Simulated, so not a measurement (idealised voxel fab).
process module | voxel double patterning
cross-section cut | 160 nm wide | cells 5 nm
A cross-section is a grid of square cells, given in bands from the top down. A band is one or more rows of cells.
Each band's line starts with the height of the band's top and of its bottom, in nm. Then come its materials from left to right, each with its width in nm. One material with "throughout" fills the band from edge to edge. "air" is empty space.
Height 0 is the level under which the wafer as received is all one material. The lowest band goes on downwards, as in "0 down".
A width such as "30 to 40" changes by the same amount from each row of cells to the next, from the band's top row to its bottom row.
"no change" after a step means that no cell of the cross-section changed.
closed voids: empty space of 8 cells or more with no open way to the top, each as width x height at its distance from the left edge, in nm
after a step's settings: what the simulator itself notes on the step
overlay nm, on a step with a mask: how far to the right of its planned place the mask lay; to the left if negative
plan
1 op RECEIVE | material Si
2 op CONFORMAL_DEP | material SiO2 | thk nm 10
3 op DIRECTIONAL_DEP | material polySi | thk nm 15
4 op DIRECTIONAL_DEP | material SiN | thk nm 10
5 op PATTERN | tone open | mask id FIRST | material resist | width nm 15 | pitch nm 50 | thk nm 20 | overlay nm 0
6 op DIRECTIONAL_ETCH | etch materials SiN | depth nm 10
7 op STRIP | etch materials resist
8 op MASKED_ETCH | tone open | mask id SECOND | width nm 15 | pitch nm 50 | etch materials SiN | depth nm 10 | overlay nm 0
9 op DIRECTIONAL_ETCH | etch materials polySi | depth nm 15
10 op STRIP | etch materials SiN
as received, after step 1
  0 down: Si throughout
  closed voids: none
a wafer at the end: this start, this plan, one mistake
  25 to 10: polySi 15 | air 25 | polySi 5 | air 15 | polySi 5 | air 25 | polySi 5 | air 15 | polySi 5 | air 25 | polySi 20
  10 to 0: SiO2 throughout
  0 down: Si throughout
  closed voids: none
what went wrong: step 5 ran as: op PATTERN | tone open | mask id FIRST | material resist | width nm 25 | pitch nm 50 | thk nm 20 | overlay nm 0
